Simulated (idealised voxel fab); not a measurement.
Process module under the name voxel capacitor over wiring
For reference, the cross-section in this document is cut, with width 245 nm and square cells of 5 nm.
Cross-section, as written here: a square-cell grid given band by band from the top down, where a band holds one or more rows of cells.
Each band's line starts with the height of the band's top and of its bottom, in nm. Then come its materials from left to right, each with its width in nm. One material with "throughout" fills the band from edge to edge. "air" is empty space.
Height is counted from the level 0, under which the received wafer is composed throughout of one material. The lowest of the bands is not closed at the bottom but continues downward, in the notation "0 nm and below".
Note: "30->40" means the width goes from the first number (top row of the band) to the second number (bottom row) in equal steps per row of cells.
Take "no alterations made" at face value: in the step it is given for, the cross-section changed in none of its cells.
Look at "Listed closed voids" for the closed voids: empty spaces with no open path to the top, sized 8 cells or up. Each is width x height at distance, distance from the left edge, all nm.
Step line, after settings: the simulator's comment on this step.
Each step line may optionally specify "overlay nm", which for a step with a mask gives the rightward distance between the mask's planned place and where it lay, a negative value indicating the leftward direction.
Read the rest as pairs. Take the cross-section before one process step, then the cross-section after it, which shows only down to the lowest band that changed. Under the pair, find the step between them and its settings. Bear in mind that pairs may come from different runs of this module on the same starting wafer: link a pair to the pair above it only where its entry headed "Pre-step section" says to.
Pre-step section
- 0 nm and below | Si throughout
- Listed closed voids: none
after
- 15 nm to 0 nm | SiO2 throughout
- No changes below 0.
- Listed closed voids: none
The process step bridging the two cross-sections above: CONFORMAL_DEP (material SiO2; thk nm 15)
Pre-step section: check the pair just above; its after cross-section is our before state.
after
- 20 nm to 15 nm | SiN throughout
- No changes below 15.
- Listed closed voids: none
The process step bridging the two cross-sections above: CONFORMAL_DEP (material SiN; thk nm 5)
Pre-step section: check the pair just above; its after cross-section is our before state.
after
- 40 nm to 20 nm | SiO2 throughout
- No changes below 20.
- Listed closed voids: none
The process step bridging the two cross-sections above: DIRECTIONAL_DEP (material SiO2; thk nm 20)
Pre-step section: check the pair just above; its after cross-section is our before state.
after
- 50 nm to 40 nm | aC throughout
- No changes below 40.
- Listed closed voids: none
The process step bridging the two cross-sections above: DIRECTIONAL_DEP (material aC; thk nm 10)
Pre-step section: check the pair just above; its after cross-section is our before state.
after
- 75 nm to 50 nm | 65 resist  25 air  65 resist  25 air  65 resist
- No changes below 50.
- Listed closed voids: none
The process step bridging the two cross-sections above: PATTERN (tone open; mask id METAL_1; material resist; width nm 25; pitch nm 90; thk nm 25; overlay nm 0)
Pre-step section: check the pair just above; its after cross-section is our before state.
after
- 65 nm to 50 nm | 65 resist  25 air  65 resist  25 air  65 resist
- 50 nm to 40 nm | 65 aC  25 air  65 aC  25 air  65 aC
- No changes below 40.
- Listed closed voids: none
The process step bridging the two cross-sections above: DIRECTIONAL_ETCH (etch materials aC; depth nm 10)
Pre-step section: check the pair just above; its after cross-section is our before state.
after
- 50 nm to 40 nm | 65 aC  25 air  65 aC  25 air  65 aC
- No changes below 40.
- Listed closed voids: none
The process step bridging the two cross-sections above: STRIP (etch materials resist)
Pre-step section: check the pair just above; its after cross-section is our before state.
after
- 50 nm to 40 nm | 65 aC  25 air  65 aC  25 air  65 aC
- 40 nm to 20 nm | 65 SiO2  25 air  65 SiO2  25 air  65 SiO2
- No changes below 20.
- Listed closed voids: none
The process step bridging the two cross-sections above: DIRECTIONAL_ETCH (etch materials SiO2; depth nm 20)
Pre-step section: check the pair just above; its after cross-section is our before state.
after
- 50 nm to 40 nm | 65 aC  25 air  65 aC  25 air  65 aC
- 40 nm to 20 nm | 65 SiO2  25 air  65 SiO2  25 air  65 SiO2
- 20 nm to 15 nm | 65 SiN  25 air  65 SiN  25 air  65 SiN
- No changes below 15.
- Listed closed voids: none
The process step bridging the two cross-sections above: DIRECTIONAL_ETCH (etch materials SiN; depth nm 5)
Pre-step section: check the pair just above; its after cross-section is our before state.
after
- 40 nm to 20 nm | 65 SiO2  25 air  65 SiO2  25 air  65 SiO2
- No changes below 20.
- Listed closed voids: none
The process step bridging the two cross-sections above: STRIP (etch materials aC)
Pre-step section: check the pair just above; its after cross-section is our before state.
after
- 45 nm to 40 nm | 70 TiN  15 air  75 TiN  15 air  70 TiN
- 40 nm to 20 nm | 65 SiO2  5 TiN  15 air  5 TiN  65 SiO2  5 TiN  15 air  5 TiN  65 SiO2
- 20 nm to 15 nm | 65 SiN  25 TiN  65 SiN  25 TiN  65 SiN
- No changes below 15.
- Listed closed voids: none
The process step bridging the two cross-sections above: CONFORMAL_DEP (material TiN; thk nm 5)
Pre-step section: check the pair just above; its after cross-section is our before state.
after
- 55 nm to 45 nm | W throughout
- 45 nm to 40 nm | 70 TiN  15 W  75 TiN  15 W  70 TiN
- 40 nm to 20 nm | 65 SiO2  5 TiN  15 W  5 TiN  65 SiO2  5 TiN  15 W  5 TiN  65 SiO2
- No changes below 20.
- Listed closed voids: none
The process step bridging the two cross-sections above: FILL_DEP (material W; thk nm 10)
Pre-step section: check the pair just above; its after cross-section is our before state.
after
- 40 nm to 20 nm | 65 SiO2  5 TiN  15 W  5 TiN  65 SiO2  5 TiN  15 W  5 TiN  65 SiO2
- No changes below 20.
- Listed closed voids: none
The process step bridging the two cross-sections above: CMP (height nm 40)
Pre-step section: check the pair just above; its after cross-section is our before state.
after
- 45 nm to 40 nm | SiCN throughout
- No changes below 40.
- Listed closed voids: none
The process step bridging the two cross-sections above: CONFORMAL_DEP (material SiCN; thk nm 5)
Pre-step section: check the pair just above; its after cross-section is our before state.
after
- 65 nm to 45 nm | lowk throughout
- No changes below 45.
- Listed closed voids: none
The process step bridging the two cross-sections above: DIRECTIONAL_DEP (material lowk; thk nm 20)
Pre-step section: check the pair just above; its after cross-section is our before state.
after
- 65 nm to 45 nm | 75 lowk  15 air  155 lowk
- No changes below 45.
- Listed closed voids: none
The process step bridging the two cross-sections above: MASKED_ETCH (tone open; mask id PLUG_1; width nm 15; etch materials lowk; depth nm 20; overlay nm 0)
Pre-step section: check the pair just above; its after cross-section is our before state.
after
- 65 nm to 45 nm | 75 lowk  15 air  155 lowk
- 45 nm to 40 nm | 75 SiCN  15 air  155 SiCN
- No changes below 40.
- Listed closed voids: none
The process step bridging the two cross-sections above: MASKED_ETCH (tone open; mask id PLUG_1; width nm 15; etch materials SiCN; depth nm 5; overlay nm 0)
Pre-step section: check the pair just above; its after cross-section is our before state.
after
- 70 nm to 65 nm | 80 TiN  5 air  160 TiN
- 65 nm to 45 nm | 75 lowk  5 TiN  5 air  5 TiN  155 lowk
- 45 nm to 40 nm | 75 SiCN  15 TiN  155 SiCN
- No changes below 40.
- Listed closed voids: none
The process step bridging the two cross-sections above: CONFORMAL_DEP (material TiN; thk nm 5)
Pre-step section: check the pair just above; its after cross-section is our before state.
after
- 75 nm to 70 nm | W throughout
- 70 nm to 65 nm | 80 TiN  5 W  160 TiN
- 65 nm to 45 nm | 75 lowk  5 TiN  5 W  5 TiN  155 lowk
- No changes below 45.
- Listed closed voids: none
The process step bridging the two cross-sections above: FILL_DEP (material W; thk nm 5)
Pre-step section: check the pair just above; its after cross-section is our before state.
after
- 65 nm to 45 nm | 75 lowk  5 TiN  5 W  5 TiN  155 lowk
- No changes below 45.
- Listed closed voids: none
The process step bridging the two cross-sections above: CMP (height nm 65)
Pre-step section: check the pair just above; its after cross-section is our before state.
after
- 75 nm to 65 nm | TiN throughout
- No changes below 65.
- Listed closed voids: none
The process step bridging the two cross-sections above: DIRECTIONAL_DEP (material TiN; thk nm 10)
Pre-step section: check the pair just above; its after cross-section is our before state.
after
- 80 nm to 75 nm | HfO2 throughout
- No changes below 75.
- Listed closed voids: none
The process step bridging the two cross-sections above: DIRECTIONAL_DEP (material HfO2; thk nm 5)
Pre-step section: check the pair just above; its after cross-section is our before state.
after
- 90 nm to 80 nm | TiN throughout
- No changes below 80.
- Listed closed voids: none
The process step bridging the two cross-sections above: DIRECTIONAL_DEP (material TiN; thk nm 10)
Pre-step section: check the pair just above; its after cross-section is our before state.
after
- 105 nm to 90 nm | aC throughout
- No changes below 90.
- Listed closed voids: none
The process step bridging the two cross-sections above: DIRECTIONAL_DEP (material aC; thk nm 15)
Pre-step section: check the pair just above; its after cross-section is our before state.
after
- 135 nm to 105 nm | 75 air  70 resist  100 air
- No changes below 105.
- Listed closed voids: none
The process step bridging the two cross-sections above: PATTERN (tone cover; mask id UPPER_PLATE; material resist; width nm 70; thk nm 30; overlay nm 0)
Pre-step section: check the pair just above; its after cross-section is our before state.
after
- 120 nm to 105 nm | 75 air  70 resist  100 air
- 105 nm to 90 nm | 75 air  70 aC  100 air
- No changes below 90.
- Listed closed voids: none
The process step bridging the two cross-sections above: DIRECTIONAL_ETCH (etch materials aC; depth nm 15)
Pre-step section: check the pair just above; its after cross-section is our before state.
after
- 105 nm to 90 nm | 75 air  70 aC  100 air
- No changes below 90.
- Listed closed voids: none
The process step bridging the two cross-sections above: STRIP (etch materials resist)
Pre-step section: check the pair just above; its after cross-section is our before state.
after
- 105 nm to 90 nm | 75 air  70 aC  100 air
- 90 nm to 80 nm | 75 air  70 TiN  100 air
- No changes below 80.
- Listed closed voids: none
The process step bridging the two cross-sections above: DIRECTIONAL_ETCH (etch materials TiN; depth nm 10)
Pre-step section: check the pair just above; its after cross-section is our before state.
after
- 105 nm to 90 nm | 75 air  70 aC  100 air
- 90 nm to 80 nm | 75 air  70 TiN  100 air
- 80 nm to 75 nm | 75 air  70 HfO2  100 air
- No changes below 75.
- Listed closed voids: none
The process step bridging the two cross-sections above: DIRECTIONAL_ETCH (etch materials HfO2; depth nm 5)
Pre-step section: check the pair just above; its after cross-section is our before state.
after
- 90 nm to 80 nm | 75 air  70 TiN  100 air
- No changes below 80.
- Listed closed voids: none
The process step bridging the two cross-sections above: STRIP (etch materials aC)
Pre-step section: check the pair just above; its after cross-section is our before state.
after
- 105 nm to 90 nm | 75 air  70 aC  100 air
- 90 nm to 80 nm | 75 aC  70 TiN  100 aC
- 80 nm to 75 nm | 75 aC  70 HfO2  100 aC
- No changes below 75.
- Listed closed voids: none
The process step bridging the two cross-sections above: DIRECTIONAL_DEP (material aC; thk nm 15)
Pre-step section: check the pair just above; its after cross-section is our before state.
after
- 135 nm to 105 nm | 70 air  80 resist  95 air
- 105 nm to 90 nm | 70 air  5 resist  70 aC  5 resist  95 air
- No changes below 90.
- Listed closed voids: none
The process step bridging the two cross-sections above: PATTERN (tone cover; mask id LOWER_PLATE; material resist; width nm 80; thk nm 30; overlay nm 0)
Pre-step section: check the pair just above; its after cross-section is our before state.
after
- 120 nm to 105 nm | 70 air  80 resist  95 air
- 105 nm to 90 nm | 70 air  5 resist  70 aC  5 resist  95 air
- 90 nm to 80 nm | 70 air  5 aC  70 TiN  5 aC  95 air
- 80 nm to 75 nm | 70 air  5 aC  70 HfO2  5 aC  95 air
- No changes below 75.
- Listed closed voids: none
The process step bridging the two cross-sections above: DIRECTIONAL_ETCH (etch materials aC; depth nm 15)
Pre-step section: check the pair just above; its after cross-section is our before state.
after
- 105 nm to 90 nm | 75 air  70 aC  100 air
- No changes below 90.
- Listed closed voids: none
The process step bridging the two cross-sections above: STRIP (etch materials resist)
Pre-step section: check the pair just above; its after cross-section is our before state.
after
- 105 nm to 90 nm | 75 air  70 aC  100 air
- 90 nm to 80 nm | 70 air  5 aC  70 TiN  5 aC  95 air
- 80 nm to 75 nm | 70 air  5 aC  70 HfO2  5 aC  95 air
- 75 nm to 65 nm | 70 air  80 TiN  95 air
- No changes below 65.
- Listed closed voids: none
The process step bridging the two cross-sections above: DIRECTIONAL_ETCH (etch materials TiN; depth nm 10)
Pre-step section: check the pair just above; its after cross-section is our before state.
after
- 90 nm to 80 nm | 75 air  70 TiN  100 air
- 80 nm to 75 nm | 75 air  70 HfO2  100 air
- No changes below 75.
- Listed closed voids: none
The process step bridging the two cross-sections above: STRIP (etch materials aC)
Pre-step section: check the pair just above; its after cross-section is our before state.
after
- 105 nm to 90 nm | SiO2 throughout
- 90 nm to 80 nm | 75 SiO2  70 TiN  100 SiO2
- 80 nm to 75 nm | 75 SiO2  70 HfO2  100 SiO2
- 75 nm to 65 nm | 70 SiO2  80 TiN  95 SiO2
- No changes below 65.
- Listed closed voids: none
The process step bridging the two cross-sections above: FILL_DEP (material SiO2; thk nm 15)
Pre-step section: check the pair just above; its after cross-section is our before state.
after
- 100 nm to 90 nm | SiO2 throughout
- No changes below 90.
- Listed closed voids: none
The process step bridging the two cross-sections above: CMP (height nm 100)
Pre-step section: check the pair just above; its after cross-section is our before state.
after
- 115 nm to 100 nm | aC throughout
- No changes below 100.
- Listed closed voids: none
The process step bridging the two cross-sections above: DIRECTIONAL_DEP (material aC; thk nm 15)
Pre-step section: check the pair just above; its after cross-section is our before state.
after
- 150 nm to 115 nm | 85 resist  15 air  145 resist
- No changes below 115.
- Listed closed voids: none
The process step bridging the two cross-sections above: PATTERN (tone open; mask id PLUG_2; material resist; width nm 15; thk nm 35; overlay nm 0)
Pre-step section: check the pair just above; its after cross-section is our before state.
after
- 135 nm to 115 nm | 85 resist  15 air  145 resist
- 115 nm to 100 nm | 85 aC  15 air  145 aC
- No changes below 100.
- Listed closed voids: none
The process step bridging the two cross-sections above: DIRECTIONAL_ETCH (etch materials aC; depth nm 15)
Pre-step section: check the pair just above; its after cross-section is our before state.
after
- 115 nm to 100 nm | 85 aC  15 air  145 aC
- No changes below 100.
- Listed closed voids: none
The process step bridging the two cross-sections above: STRIP (etch materials resist)
Pre-step section: check the pair just above; its after cross-section is our before state.
after
- 115 nm to 100 nm | 85 aC  15 air  145 aC
- 100 nm to 90 nm | 85 SiO2  15 air  145 SiO2
- No changes below 90.
- Listed closed voids: none
The process step bridging the two cross-sections above: DIRECTIONAL_ETCH (etch materials SiO2; depth nm 10)
Pre-step section: check the pair just above; its after cross-section is our before state.
after
- 100 nm to 90 nm | 85 SiO2  15 air  145 SiO2
- No changes below 90.
- Listed closed voids: none
The process step bridging the two cross-sections above: STRIP (etch materials aC)
Pre-step section: check the pair just above; its after cross-section is our before state.
after
- 105 nm to 100 nm | 90 TiN  5 air  150 TiN
- 100 nm to 95 nm | 85 SiO2  5 TiN  5 air  5 TiN  145 SiO2
- 95 nm to 90 nm | 85 SiO2  15 TiN  145 SiO2
- No changes below 90.
- Listed closed voids: none
The process step bridging the two cross-sections above: CONFORMAL_DEP (material TiN; thk nm 5)
Pre-step section: check the pair just above; its after cross-section is our before state.
after
- 115 nm to 105 nm | Ru throughout
- 105 nm to 100 nm | 90 TiN  5 Ru  150 TiN
- 100 nm to 95 nm | 85 SiO2  5 TiN  5 Ru  5 TiN  145 SiO2
- No changes below 95.
- Listed closed voids: none
The process step bridging the two cross-sections above: FILL_DEP (material Ru; thk nm 10)
Pre-step section: check the pair just above; its after cross-section is our before state.
after
- 100 nm to 95 nm | 85 SiO2  5 TiN  5 Ru  5 TiN  145 SiO2
- No changes below 95.
- Listed closed voids: none
The process step bridging the two cross-sections above: CMP (height nm 100)
Pre-step section: check the pair just above; its after cross-section is our before state.
after
- 105 nm to 100 nm | SiN throughout
- No changes below 100.
- Listed closed voids: none
The process step bridging the two cross-sections above: CONFORMAL_DEP (material SiN; thk nm 5)
Pre-step section
- 115 nm to 105 nm | Ru throughout
- 105 nm to 100 nm | 90 TiN  5 Ru  150 TiN
- 100 nm to 95 nm | 85 SiO2  5 TiN  5 Ru  5 TiN  145 SiO2
- 95 nm to 90 nm | 85 SiO2  15 TiN  145 SiO2
- 90 nm to 80 nm | 75 SiO2  70 TiN  100 SiO2
- 80 nm to 75 nm | 75 SiO2  70 HfO2  100 SiO2
- 75 nm to 65 nm | 70 SiO2  80 TiN  95 SiO2
- 65 nm to 45 nm | 75 lowk  5 TiN  5 W  5 TiN  155 lowk
- 45 nm to 40 nm | 75 SiCN  15 TiN  155 SiCN
- 40 nm to 20 nm | 65 SiO2  5 TiN  15 W  5 TiN  65 SiO2  5 TiN  15 W  5 TiN  65 SiO2
- 20 nm to 15 nm | 65 SiN  25 TiN  65 SiN  25 TiN  65 SiN
- 15 nm to 0 nm | SiO2 throughout
- 0 nm and below | Si throughout
- Listed closed voids: none
after
- 120 nm to 115 nm | SiN throughout
- No changes below 115.
- Listed closed voids: none
The process step bridging the two cross-sections above: CONFORMAL_DEP (material SiN; thk nm 5)
Pre-step section
- 15 nm to 0 nm | SiO2 throughout
- 0 nm and below | Si throughout
- Listed closed voids: none
after
- 30 nm to 0 nm | SiO2 throughout
- No changes below 0.
- Listed closed voids: none
The process step bridging the two cross-sections above: CONFORMAL_DEP (material SiO2; thk nm 15)
Pre-step section: check the pair just above; its after cross-section is our before state.
after
- 35 nm to 30 nm | SiN throughout
- No changes below 30.
- Listed closed voids: none
The process step bridging the two cross-sections above: CONFORMAL_DEP (material SiN; thk nm 5)
Pre-step section: check the pair just above; its after cross-section is our before state.
after
- 55 nm to 35 nm | SiO2 throughout
- No changes below 35.
- Listed closed voids: none
The process step bridging the two cross-sections above: DIRECTIONAL_DEP (material SiO2; thk nm 20)
Pre-step section: check the pair just above; its after cross-section is our before state.
after
- 65 nm to 55 nm | aC throughout
- No changes below 55.
- Listed closed voids: none
The process step bridging the two cross-sections above: DIRECTIONAL_DEP (material aC; thk nm 10)
Pre-step section: check the pair just above; its after cross-section is our before state.
after
- 90 nm to 65 nm | 65 resist  25 air  65 resist  25 air  65 resist
- No changes below 65.
- Listed closed voids: none
The process step bridging the two cross-sections above: PATTERN (tone open; mask id METAL_1; material resist; width nm 25; pitch nm 90; thk nm 25; overlay nm 0)
Pre-step section: check the pair just above; its after cross-section is our before state.
after
- 80 nm to 65 nm | 65 resist  25 air  65 resist  25 air  65 resist
- 65 nm to 55 nm | 65 aC  25 air  65 aC  25 air  65 aC
- No changes below 55.
- Listed closed voids: none
The process step bridging the two cross-sections above: DIRECTIONAL_ETCH (etch materials aC; depth nm 10)
Pre-step section: check the pair just above; its after cross-section is our before state.
after
- 65 nm to 55 nm | 65 aC  25 air  65 aC  25 air  65 aC
- No changes below 55.
- Listed closed voids: none
The process step bridging the two cross-sections above: STRIP (etch materials resist)
Pre-step section: check the pair just above; its after cross-section is our before state.
after
- 65 nm to 55 nm | 65 aC  25 air  65 aC  25 air  65 aC
- 55 nm to 35 nm | 65 SiO2  25 air  65 SiO2  25 air  65 SiO2
- No changes below 35.
- Listed closed voids: none
The process step bridging the two cross-sections above: DIRECTIONAL_ETCH (etch materials SiO2; depth nm 20)
Pre-step section: check the pair just above; its after cross-section is our before state.
after
- 65 nm to 55 nm | 65 aC  25 air  65 aC  25 air  65 aC
- 55 nm to 35 nm | 65 SiO2  25 air  65 SiO2  25 air  65 SiO2
- 35 nm to 30 nm | 65 SiN  25 air  65 SiN  25 air  65 SiN
- No changes below 30.
- Listed closed voids: none
The process step bridging the two cross-sections above: DIRECTIONAL_ETCH (etch materials SiN; depth nm 5)
Pre-step section: check the pair just above; its after cross-section is our before state.
after
- 55 nm to 35 nm | 65 SiO2  25 air  65 SiO2  25 air  65 SiO2
- No changes below 35.
- Listed closed voids: none
The process step bridging the two cross-sections above: STRIP (etch materials aC)
Pre-step section: check the pair just above; its after cross-section is our before state.
after
- 60 nm to 55 nm | 70 TiN  15 air  75 TiN  15 air  70 TiN
- 55 nm to 35 nm | 65 SiO2  5 TiN  15 air  5 TiN  65 SiO2  5 TiN  15 air  5 TiN  65 SiO2
- 35 nm to 30 nm | 65 SiN  25 TiN  65 SiN  25 TiN  65 SiN
- No changes below 30.
- Listed closed voids: none
The process step bridging the two cross-sections above: CONFORMAL_DEP (material TiN; thk nm 5)
Pre-step section: check the pair just above; its after cross-section is our before state.
after
- 70 nm to 60 nm | W throughout
- 60 nm to 55 nm | 70 TiN  15 W  75 TiN  15 W  70 TiN
- 55 nm to 35 nm | 65 SiO2  5 TiN  15 W  5 TiN  65 SiO2  5 TiN  15 W  5 TiN  65 SiO2
- No changes below 35.
- Listed closed voids: none
The process step bridging the two cross-sections above: FILL_DEP (material W; thk nm 10)
Pre-step section: check the pair just above; its after cross-section is our before state.
after
- 40 nm to 35 nm | 65 SiO2  5 TiN  15 W  5 TiN  65 SiO2  5 TiN  15 W  5 TiN  65 SiO2
- No changes below 35.
- Listed closed voids: none
The process step bridging the two cross-sections above: CMP (height nm 40)
Pre-step section: check the pair just above; its after cross-section is our before state.
after
- 45 nm to 40 nm | SiCN throughout
- No changes below 40.
- Listed closed voids: none
The process step bridging the two cross-sections above: CONFORMAL_DEP (material SiCN; thk nm 5)
Pre-step section: check the pair just above; its after cross-section is our before state.
after
- 65 nm to 45 nm | lowk throughout
- No changes below 45.
- Listed closed voids: none
The process step bridging the two cross-sections above: DIRECTIONAL_DEP (material lowk; thk nm 20)
Pre-step section: check the pair just above; its after cross-section is our before state.
after
- 65 nm to 45 nm | 75 lowk  15 air  155 lowk
- No changes below 45.
- Listed closed voids: none
The process step bridging the two cross-sections above: MASKED_ETCH (tone open; mask id PLUG_1; width nm 15; etch materials lowk; depth nm 20; overlay nm 0)
Pre-step section: check the pair just above; its after cross-section is our before state.
after
- 65 nm to 45 nm | 75 lowk  15 air  155 lowk
- 45 nm to 40 nm | 75 SiCN  15 air  155 SiCN
- No changes below 40.
- Listed closed voids: none
The process step bridging the two cross-sections above: MASKED_ETCH (tone open; mask id PLUG_1; width nm 15; etch materials SiCN; depth nm 5; overlay nm 0)
Pre-step section: check the pair just above; its after cross-section is our before state.
after
- 70 nm to 65 nm | 80 TiN  5 air  160 TiN
- 65 nm to 45 nm | 75 lowk  5 TiN  5 air  5 TiN  155 lowk
- 45 nm to 40 nm | 75 SiCN  15 TiN  155 SiCN
- No changes below 40.
- Listed closed voids: none
The process step bridging the two cross-sections above: CONFORMAL_DEP (material TiN; thk nm 5)
Pre-step section: check the pair just above; its after cross-section is our before state.
after
- 75 nm to 70 nm | W throughout
- 70 nm to 65 nm | 80 TiN  5 W  160 TiN
- 65 nm to 45 nm | 75 lowk  5 TiN  5 W  5 TiN  155 lowk
- No changes below 45.
- Listed closed voids: none
The process step bridging the two cross-sections above: FILL_DEP (material W; thk nm 5)
Pre-step section: check the pair just above; its after cross-section is our before state.
after
- 65 nm to 45 nm | 75 lowk  5 TiN  5 W  5 TiN  155 lowk
- No changes below 45.
- Listed closed voids: none
The process step bridging the two cross-sections above: CMP (height nm 65)
Pre-step section: check the pair just above; its after cross-section is our before state.
after
- 75 nm to 65 nm | TiN throughout
- No changes below 65.
- Listed closed voids: none
The process step bridging the two cross-sections above: DIRECTIONAL_DEP (material TiN; thk nm 10)
Pre-step section: check the pair just above; its after cross-section is our before state.
after
- 80 nm to 75 nm | HfO2 throughout
- No changes below 75.
- Listed closed voids: none
The process step bridging the two cross-sections above: DIRECTIONAL_DEP (material HfO2; thk nm 5)
Pre-step section: check the pair just above; its after cross-section is our before state.
after
- 90 nm to 80 nm | TiN throughout
- No changes below 80.
- Listed closed voids: none
The process step bridging the two cross-sections above: DIRECTIONAL_DEP (material TiN; thk nm 10)
Pre-step section: check the pair just above; its after cross-section is our before state.
after
- 105 nm to 90 nm | aC throughout
- No changes below 90.
- Listed closed voids: none
The process step bridging the two cross-sections above: DIRECTIONAL_DEP (material aC; thk nm 15)
Pre-step section: check the pair just above; its after cross-section is our before state.
after
- 135 nm to 105 nm | 75 air  70 resist  100 air
- No changes below 105.
- Listed closed voids: none
The process step bridging the two cross-sections above: PATTERN (tone cover; mask id UPPER_PLATE; material resist; width nm 70; thk nm 30; overlay nm 0)
Pre-step section: check the pair just above; its after cross-section is our before state.
after
- 120 nm to 105 nm | 75 air  70 resist  100 air
- 105 nm to 90 nm | 75 air  70 aC  100 air
- No changes below 90.
- Listed closed voids: none
The process step bridging the two cross-sections above: DIRECTIONAL_ETCH (etch materials aC; depth nm 15)
Pre-step section: check the pair just above; its after cross-section is our before state.
after
- 105 nm to 90 nm | 75 air  70 aC  100 air
- No changes below 90.
- Listed closed voids: none
The process step bridging the two cross-sections above: STRIP (etch materials resist)
Pre-step section: check the pair just above; its after cross-section is our before state.
after
- 105 nm to 90 nm | 75 air  70 aC  100 air
- 90 nm to 80 nm | 75 air  70 TiN  100 air
- No changes below 80.
- Listed closed voids: none
The process step bridging the two cross-sections above: DIRECTIONAL_ETCH (etch materials TiN; depth nm 10)
Pre-step section: check the pair just above; its after cross-section is our before state.
after
- 105 nm to 90 nm | 75 air  70 aC  100 air
- 90 nm to 80 nm | 75 air  70 TiN  100 air
- 80 nm to 75 nm | 75 air  70 HfO2  100 air
- No changes below 75.
- Listed closed voids: none
The process step bridging the two cross-sections above: DIRECTIONAL_ETCH (etch materials HfO2; depth nm 5)
Pre-step section: check the pair just above; its after cross-section is our before state.
after
- 90 nm to 80 nm | 75 air  70 TiN  100 air
- No changes below 80.
- Listed closed voids: none
The process step bridging the two cross-sections above: STRIP (etch materials aC)
Pre-step section: check the pair just above; its after cross-section is our before state.
after
- 105 nm to 90 nm | 75 air  70 aC  100 air
- 90 nm to 80 nm | 75 aC  70 TiN  100 aC
- 80 nm to 75 nm | 75 aC  70 HfO2  100 aC
- No changes below 75.
- Listed closed voids: none
The process step bridging the two cross-sections above: DIRECTIONAL_DEP (material aC; thk nm 15)
Pre-step section: check the pair just above; its after cross-section is our before state.
after
- 135 nm to 105 nm | 70 air  80 resist  95 air
- 105 nm to 90 nm | 70 air  5 resist  70 aC  5 resist  95 air
- No changes below 90.
- Listed closed voids: none
The process step bridging the two cross-sections above: PATTERN (tone cover; mask id LOWER_PLATE; material resist; width nm 80; thk nm 30; overlay nm 0)
Pre-step section: check the pair just above; its after cross-section is our before state.
after
- 120 nm to 105 nm | 70 air  80 resist  95 air
- 105 nm to 90 nm | 70 air  5 resist  70 aC  5 resist  95 air
- 90 nm to 80 nm | 70 air  5 aC  70 TiN  5 aC  95 air
- 80 nm to 75 nm | 70 air  5 aC  70 HfO2  5 aC  95 air
- No changes below 75.
- Listed closed voids: none
The process step bridging the two cross-sections above: DIRECTIONAL_ETCH (etch materials aC; depth nm 15)
Pre-step section: check the pair just above; its after cross-section is our before state.
after
- 105 nm to 90 nm | 75 air  70 aC  100 air
- No changes below 90.
- Listed closed voids: none
The process step bridging the two cross-sections above: STRIP (etch materials resist)
Pre-step section: check the pair just above; its after cross-section is our before state.
after
- 105 nm to 90 nm | 75 air  70 aC  100 air
- 90 nm to 80 nm | 70 air  5 aC  70 TiN  5 aC  95 air
- 80 nm to 75 nm | 70 air  5 aC  70 HfO2  5 aC  95 air
- 75 nm to 65 nm | 70 air  80 TiN  95 air
- No changes below 65.
- Listed closed voids: none
The process step bridging the two cross-sections above: DIRECTIONAL_ETCH (etch materials TiN; depth nm 10)
Pre-step section: check the pair just above; its after cross-section is our before state.
after
- 90 nm to 80 nm | 75 air  70 TiN  100 air
- 80 nm to 75 nm | 75 air  70 HfO2  100 air
- No changes below 75.
- Listed closed voids: none
The process step bridging the two cross-sections above: STRIP (etch materials aC)
Pre-step section: check the pair just above; its after cross-section is our before state.
after
- 105 nm to 90 nm | SiO2 throughout
- 90 nm to 80 nm | 75 SiO2  70 TiN  100 SiO2
- 80 nm to 75 nm | 75 SiO2  70 HfO2  100 SiO2
- 75 nm to 65 nm | 70 SiO2  80 TiN  95 SiO2
- No changes below 65.
- Listed closed voids: none
The process step bridging the two cross-sections above: FILL_DEP (material SiO2; thk nm 15)
Pre-step section: check the pair just above; its after cross-section is our before state.
after
- 100 nm to 90 nm | SiO2 throughout
- No changes below 90.
- Listed closed voids: none
The process step bridging the two cross-sections above: CMP (height nm 100)
Pre-step section: check the pair just above; its after cross-section is our before state.
after
- 115 nm to 100 nm | aC throughout
- No changes below 100.
- Listed closed voids: none
The process step bridging the two cross-sections above: DIRECTIONAL_DEP (material aC; thk nm 15)
Pre-step section: check the pair just above; its after cross-section is our before state.
after
- 150 nm to 115 nm | 85 resist  15 air  145 resist
- No changes below 115.
- Listed closed voids: none
The process step bridging the two cross-sections above: PATTERN (tone open; mask id PLUG_2; material resist; width nm 15; thk nm 35; overlay nm 0)
Pre-step section: check the pair just above; its after cross-section is our before state.
after
- 135 nm to 115 nm | 85 resist  15 air  145 resist
- 115 nm to 100 nm | 85 aC  15 air  145 aC
- No changes below 100.
- Listed closed voids: none
The process step bridging the two cross-sections above: DIRECTIONAL_ETCH (etch materials aC; depth nm 15)
Pre-step section: check the pair just above; its after cross-section is our before state.
after
- 115 nm to 100 nm | 85 aC  15 air  145 aC
- No changes below 100.
- Listed closed voids: none
The process step bridging the two cross-sections above: STRIP (etch materials resist)
Pre-step section: check the pair just above; its after cross-section is our before state.
after
- 115 nm to 100 nm | 85 aC  15 air  145 aC
- 100 nm to 90 nm | 85 SiO2  15 air  145 SiO2
- No changes below 90.
- Listed closed voids: none
The process step bridging the two cross-sections above: DIRECTIONAL_ETCH (etch materials SiO2; depth nm 10)
Pre-step section: check the pair just above; its after cross-section is our before state.
after
- 100 nm to 90 nm | 85 SiO2  15 air  145 SiO2
- No changes below 90.
- Listed closed voids: none
The process step bridging the two cross-sections above: STRIP (etch materials aC)
Pre-step section: check the pair just above; its after cross-section is our before state.
after
- 105 nm to 100 nm | 90 TiN  5 air  150 TiN
- 100 nm to 95 nm | 85 SiO2  5 TiN  5 air  5 TiN  145 SiO2
- 95 nm to 90 nm | 85 SiO2  15 TiN  145 SiO2
- No changes below 90.
- Listed closed voids: none
The process step bridging the two cross-sections above: CONFORMAL_DEP (material TiN; thk nm 5)
Pre-step section: check the pair just above; its after cross-section is our before state.
after
- 115 nm to 105 nm | Ru throughout
- 105 nm to 100 nm | 90 TiN  5 Ru  150 TiN
- 100 nm to 95 nm | 85 SiO2  5 TiN  5 Ru  5 TiN  145 SiO2
- No changes below 95.
- Listed closed voids: none
The process step bridging the two cross-sections above: FILL_DEP (material Ru; thk nm 10)
Pre-step section: check the pair just above; its after cross-section is our before state.
after
- 100 nm to 95 nm | 85 SiO2  5 TiN  5 Ru  5 TiN  145 SiO2
- No changes below 95.
- Listed closed voids: none
The process step bridging the two cross-sections above: CMP (height nm 100)
Pre-step section: check the pair just above; its after cross-section is our before state.
after
- 105 nm to 100 nm | SiN throughout
- No changes below 100.
- Listed closed voids: none
The process step bridging the two cross-sections above: CONFORMAL_DEP (material SiN; thk nm 5)
Pre-step section
- 15 nm to 0 nm | SiO2 throughout
- 0 nm and below | Si throughout
- Listed closed voids: none
after
- 35 nm to 0 nm | SiO2 throughout
- No changes below 0.
- Listed closed voids: none
The process step bridging the two cross-sections above: DIRECTIONAL_DEP (material SiO2; thk nm 20)
